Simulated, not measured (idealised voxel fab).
process module | voxel released beams
Cross-sectional view cut (width: 295 nm; square cell size: 5 nm).
A cross-section is a grid of square cells, given in bands from the top down. A band is one or more rows of cells. This entry defines a band. It first specifies the height of the band's top and the height of its bottom in nm, and then specifies the band's materials from left to right, stating each material with its width in nm. The word "throughout" identifies a single material that fills the band from edge to edge, while the word "empty" identifies empty space. The level at which height equals 0 is the one under which the wafer, as it arrives, is entirely one material. No lower edge exists for the bottom band, which continues downward and is notated as in "z 0 and below". Think of "30 to 40" as a width that walks from the first number to the second as you go down the band, top row to bottom row, taking equal-sized steps from row to row. Given "nothing was modified" for a step, no cell of the cross-section differs between before and after that step. If an empty space has no open way to the top and is at least 8 cells in size, "Sealed internal voids" lists it, written width x height at distance, where distance is measured from the left edge and every value is in nm. Post-settings text on a step line: simulator's own remark regarding the step. "overlay nm" on a masked step: distance the mask lay right of its planned place, negative for left.
THESE ARE THE STEPS WE PLANNED FOR THE PROCESS
| 1 | RECEIVE | material Si |
| 2 | CONFORMAL_DEP | material SiN | thk nm 5 |
| 3 | DIRECTIONAL_DEP | material SiO2 | thk nm 10 |
| 4 | PATTERN | tone open | mask id ANCHOR | material resist | width nm 40 | thk nm 20 | overlay nm 0 |
| 5 | DIRECTIONAL_ETCH | etch materials SiO2 | depth nm 10 |
| 6 | STRIP | etch materials resist |
| 7 | CONFORMAL_DEP | material TiN | thk nm 15 |
| 8 | DIRECTIONAL_DEP | material aC | thk nm 10 |
| 9 | PATTERN | tone cover | mask id BEAM | material resist | width nm 120 | thk nm 25 | overlay nm 0 |
| 10 | DIRECTIONAL_ETCH | etch materials aC | depth nm 5 |
| 11 | STRIP | etch materials resist |
| 12 | DIRECTIONAL_ETCH | etch materials TiN | depth nm 15 |
| 13 | STRIP | etch materials aC |
| 14 | STRIP | etch materials SiO2 |
Don't read the plan's depth nm for step 10 as applying to every wafer: that's the first wafer's value, and the wafers differ in it, though they all start identical.
INCOMING STATE OF THE FIRST OF SEVERAL WAFERS IN CROSS-SECTION: AFTER STEP 1
> z 0 and below | Si throughout
> Sealed internal voids: none
FOR YOUR REFERENCE, THE TABLE IS ORGANIZED WITH A ROW PER WAFER; EACH ROW REFLECTS THE WAFER AT THE END OF THE MODULE, INDICATING FOR EACH MATERIAL THE CELLS GAINED (+) OR LOST (-) SINCE RECEIPT, AND THEREAFTER ITS CLOSED VOIDS
depth nm 5 | +59 SiN | +102 SiO2 | +189 TiN | Sealed internal voids: none
depth nm 10 | +59 SiN | +84 TiN | Sealed internal voids: none
depth nm 15 | +59 SiN | +84 TiN | Sealed internal voids: none
depth nm 20 | +59 SiN | +84 TiN | Sealed internal voids: none
depth nm 25 | +59 SiN | +84 TiN | Sealed internal voids: none
